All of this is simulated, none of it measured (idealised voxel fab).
process module | voxel capacitor over wiring
cross-section cut | 165 nm wide | cells 5 nm
A cross-section is a grid of square cells, given in bands from the top down. A band is one or more rows of cells.
Each band's line starts with the height of the band's top and of its bottom, in nm. Then come its materials from left to right, each with its width in nm. One material with "throughout" fills the band from edge to edge. "air" is empty space.
Height 0 is the level under which the wafer as received is all one material. The lowest band goes on downwards, as in "0 down".
A width such as "30 to 40" changes by the same amount from each row of cells to the next, from the band's top row to its bottom row.
"no change" after a step means that no cell of the cross-section changed.
closed voids: empty space of 8 cells or more with no open way to the top, each as width x height at its distance from the left edge, in nm
after a step's settings: what the simulator itself notes on the step
overlay nm, on a step with a mask: how far to the right of its planned place the mask lay; to the left if negative
plan
1 op RECEIVE | material Si
2 op CONFORMAL_DEP | material SiO2 | thk nm 10
3 op DIRECTIONAL_DEP | material TiN | thk nm 5
4 op DIRECTIONAL_DEP | material W | thk nm 25
5 op PATTERN | tone cover | mask id METAL_1 | material resist | width nm 30 | pitch nm 90 | thk nm 20 | overlay nm 0
6 op DIRECTIONAL_ETCH | etch materials W | depth nm 25
7 op DIRECTIONAL_ETCH | etch materials TiN | depth nm 5
8 op STRIP | etch materials resist
9 op FILL_DEP | material lowk | thk nm 10
10 op CMP | height nm 40
11 op CONFORMAL_DEP | material SiCN | thk nm 5
12 op DIRECTIONAL_DEP | material lowk | thk nm 10
13 op MASKED_ETCH | tone open | mask id PLUG_1 | width nm 15 | etch materials lowk | depth nm 10 | overlay nm 0
14 op MASKED_ETCH | tone open | mask id PLUG_1 | width nm 15 | etch materials SiCN | depth nm 5 | overlay nm 0
15 op CONFORMAL_DEP | material TiN | thk nm 5
16 op FILL_DEP | material Ru | thk nm 5
17 op CMP | height nm 55
18 op DIRECTIONAL_DEP | material TiN | thk nm 10
19 op DIRECTIONAL_DEP | material SiN | thk nm 5
20 op DIRECTIONAL_DEP | material TiN | thk nm 10
21 op DIRECTIONAL_DEP | material aC | thk nm 15
22 op PATTERN | tone cover | mask id UPPER_PLATE | material resist | width nm 65 | thk nm 35 | overlay nm 0
23 op DIRECTIONAL_ETCH | etch materials aC | depth nm 15
24 op STRIP | etch materials resist
25 op DIRECTIONAL_ETCH | etch materials TiN | depth nm 10
26 op DIRECTIONAL_ETCH | etch materials SiN | depth nm 5
27 op STRIP | etch materials aC
28 op MASKED_ETCH | tone cover | mask id LOWER_PLATE | width nm 75 | etch materials TiN | depth nm 10 | overlay nm 0
29 op FILL_DEP | material SiO2 | thk nm 20
30 op CMP | height nm 95
31 op PATTERN | tone open | mask id PLUG_2 | material resist | width nm 15 | thk nm 20 | overlay nm 0
32 op DIRECTIONAL_ETCH | etch materials SiO2 | depth nm 15
33 op STRIP | etch materials resist
34 op CONFORMAL_DEP | material TiN | thk nm 5
35 op FILL_DEP | material Ru | thk nm 10
36 op CMP | height nm 95
37 op CONFORMAL_DEP | material SiN | thk nm 5
first wafer, as planned
as received, after step 1
  0 down: Si throughout
  closed voids: none
after step 2
  10 to 0: SiO2 throughout
  below 0: unchanged
after step 3
  15 to 10: TiN throughout
  below 10: unchanged
after step 4
  40 to 15: W throughout
  below 15: unchanged
after step 5
  60 to 40: air 20 | resist 30 | air 60 | resist 30 | air 25
  below 40: unchanged
after step 6
  60 to 40: air 20 | resist 30 | air 60 | resist 30 | air 25
  40 to 15: air 20 | W 30 | air 60 | W 30 | air 25
  below 15: unchanged
after step 7
  60 to 40: air 20 | resist 30 | air 60 | resist 30 | air 25
  40 to 15: air 20 | W 30 | air 60 | W 30 | air 25
  15 to 10: air 20 | TiN 30 | air 60 | TiN 30 | air 25
  below 10: unchanged
after step 8
  40 to 15: air 20 | W 30 | air 60 | W 30 | air 25
  below 15: unchanged
after step 9
  50 to 40: lowk throughout
  40 to 15: lowk 20 | W 30 | lowk 60 | W 30 | lowk 25
  15 to 10: lowk 20 | TiN 30 | lowk 60 | TiN 30 | lowk 25
  below 10: unchanged
after step 10
  40 to 15: lowk 20 | W 30 | lowk 60 | W 30 | lowk 25
  below 15: unchanged
after step 11
  45 to 40: SiCN throughout
  below 40: unchanged
after step 12
  55 to 45: lowk throughout
  below 45: unchanged
after step 13
  55 to 45: lowk 35 | air 15 | lowk 115
  below 45: unchanged
after step 14
  55 to 45: lowk 35 | air 15 | lowk 115
  45 to 40: SiCN 35 | air 15 | SiCN 115
  below 40: unchanged
after step 15
  60 to 55: TiN 40 | air 5 | TiN 120
  55 to 45: lowk 35 | TiN 5 | air 5 | TiN 5 | lowk 115
  45 to 40: SiCN 35 | TiN 15 | SiCN 115
  below 40: unchanged
after step 16
  65 to 60: Ru throughout
  60 to 55: TiN 40 | Ru 5 | TiN 120
  55 to 45: lowk 35 | TiN 5 | Ru 5 | TiN 5 | lowk 115
  below 45: unchanged
after step 17
  55 to 45: lowk 35 | TiN 5 | Ru 5 | TiN 5 | lowk 115
  below 45: unchanged
after step 18
  65 to 55: TiN throughout
  below 55: unchanged
after step 19
  70 to 65: SiN throughout
  below 65: unchanged
after step 20
  80 to 70: TiN throughout
  below 70: unchanged
after step 21
  95 to 80: aC throughout
  below 80: unchanged
after step 22
  130 to 95: air 35 | resist 65 | air 65
  below 95: unchanged
after step 23
  115 to 95: air 35 | resist 65 | air 65
  95 to 80: air 35 | aC 65 | air 65
  below 80: unchanged
after step 24
  95 to 80: air 35 | aC 65 | air 65
  below 80: unchanged
after step 25
  95 to 80: air 35 | aC 65 | air 65
  80 to 70: air 35 | TiN 65 | air 65
  below 70: unchanged
after step 26
  95 to 80: air 35 | aC 65 | air 65
  80 to 70: air 35 | TiN 65 | air 65
  70 to 65: air 35 | SiN 65 | air 65
  below 65: unchanged
after step 27
  80 to 70: air 35 | TiN 65 | air 65
  below 70: unchanged
after step 28
  80 to 70: air 35 | TiN 65 | air 65
  70 to 65: air 35 | SiN 65 | air 65
  65 to 55: air 30 | TiN 75 | air 60
  below 55: unchanged
after step 29
  100 to 80: SiO2 throughout
  80 to 70: SiO2 35 | TiN 65 | SiO2 65
  70 to 65: SiO2 35 | SiN 65 | SiO2 65
  65 to 55: SiO2 30 | TiN 75 | SiO2 60
  below 55: unchanged
after step 30
  95 to 80: SiO2 throughout
  below 80: unchanged
after step 31
  115 to 95: resist 45 | air 15 | resist 105
  below 95: unchanged
after step 32
  115 to 95: resist 45 | air 15 | resist 105
  95 to 80: SiO2 45 | air 15 | SiO2 105
  below 80: unchanged
after step 33
  95 to 80: SiO2 45 | air 15 | SiO2 105
  below 80: unchanged
after step 34
  100 to 95: TiN 50 | air 5 | TiN 110
  95 to 85: SiO2 45 | TiN 5 | air 5 | TiN 5 | SiO2 105
  85 to 80: SiO2 45 | TiN 15 | SiO2 105
  below 80: unchanged
after step 35
  110 to 100: Ru throughout
  100 to 95: TiN 50 | Ru 5 | TiN 110
  95 to 85: SiO2 45 | TiN 5 | Ru 5 | TiN 5 | SiO2 105
  below 85: unchanged
after step 36
  95 to 85: SiO2 45 | TiN 5 | Ru 5 | TiN 5 | SiO2 105
  below 85: unchanged
after step 37
  100 to 95: SiN throughout
  below 95: unchanged
second wafer: like start, like plan, one mistake. Through step 9 it matches the first wafer
when step 10 should have ended
  30 to 15: lowk 20 | W 30 | lowk 60 | W 30 | lowk 25
  below 15: unchanged
when step 11 should have ended
  35 to 30: SiCN throughout
  below 30: unchanged
when step 12 should have ended
  45 to 35: lowk throughout
  below 35: unchanged
when step 13 should have ended
  45 to 35: lowk 35 | air 15 | lowk 115
  below 35: unchanged
when step 14 should have ended
  45 to 35: lowk 35 | air 15 | lowk 115
  35 to 30: SiCN 35 | air 15 | SiCN 115
  below 30: unchanged
when step 15 should have ended
  50 to 45: TiN 40 | air 5 | TiN 120
  45 to 35: lowk 35 | TiN 5 | air 5 | TiN 5 | lowk 115
  35 to 30: SiCN 35 | TiN 15 | SiCN 115
  below 30: unchanged
when step 16 should have ended
  55 to 50: Ru throughout
  50 to 45: TiN 40 | Ru 5 | TiN 120
  45 to 35: lowk 35 | TiN 5 | Ru 5 | TiN 5 | lowk 115
  below 35: unchanged
when step 17 should have ended: no change
when step 18 should have ended
  65 to 55: TiN throughout
  below 55: unchanged
when step 19 should have ended
  70 to 65: SiN throughout
  below 65: unchanged
when step 20 should have ended
  80 to 70: TiN throughout
  below 70: unchanged
when step 21 should have ended
  95 to 80: aC throughout
  below 80: unchanged
when step 22 should have ended
  130 to 95: air 35 | resist 65 | air 65
  below 95: unchanged
when step 23 should have ended
  115 to 95: air 35 | resist 65 | air 65
  95 to 80: air 35 | aC 65 | air 65
  below 80: unchanged
when step 24 should have ended
  95 to 80: air 35 | aC 65 | air 65
  below 80: unchanged
when step 25 should have ended
  95 to 80: air 35 | aC 65 | air 65
  80 to 70: air 35 | TiN 65 | air 65
  below 70: unchanged
when step 26 should have ended
  95 to 80: air 35 | aC 65 | air 65
  80 to 70: air 35 | TiN 65 | air 65
  70 to 65: air 35 | SiN 65 | air 65
  below 65: unchanged
when step 27 should have ended
  80 to 70: air 35 | TiN 65 | air 65
  below 70: unchanged
when step 28 should have ended
  80 to 70: air 35 | TiN 65 | air 65
  70 to 65: air 35 | SiN 65 | air 65
  65 to 55: air 30 | TiN 75 | air 60
  below 55: unchanged
when step 29 should have ended
  100 to 80: SiO2 throughout
  80 to 70: SiO2 35 | TiN 65 | SiO2 65
  70 to 65: SiO2 35 | SiN 65 | SiO2 65
  65 to 55: SiO2 30 | TiN 75 | SiO2 60
  below 55: unchanged
when step 30 should have ended
  95 to 80: SiO2 throughout
  below 80: unchanged
when step 31 should have ended
  115 to 95: resist 45 | air 15 | resist 105
  below 95: unchanged
when step 32 should have ended
  115 to 95: resist 45 | air 15 | resist 105
  95 to 80: SiO2 45 | air 15 | SiO2 105
  below 80: unchanged
when step 33 should have ended
  95 to 80: SiO2 45 | air 15 | SiO2 105
  below 80: unchanged
when step 34 should have ended
  100 to 95: TiN 50 | air 5 | TiN 110
  95 to 85: SiO2 45 | TiN 5 | air 5 | TiN 5 | SiO2 105
  85 to 80: SiO2 45 | TiN 15 | SiO2 105
  below 80: unchanged
when step 35 should have ended
  110 to 100: Ru throughout
  100 to 95: TiN 50 | Ru 5 | TiN 110
  95 to 85: SiO2 45 | TiN 5 | Ru 5 | TiN 5 | SiO2 105
  below 85: unchanged
when step 36 should have ended
  95 to 85: SiO2 45 | TiN 5 | Ru 5 | TiN 5 | SiO2 105
  below 85: unchanged
when step 37 should have ended
  100 to 95: SiN throughout
  below 95: unchanged
what went wrong: step 10 ran as: op CMP | height nm 30
at the end the second wafer has, in cells: 34 more of Ru | 32 more of TiN | 24 fewer of W | 42 fewer of lowk
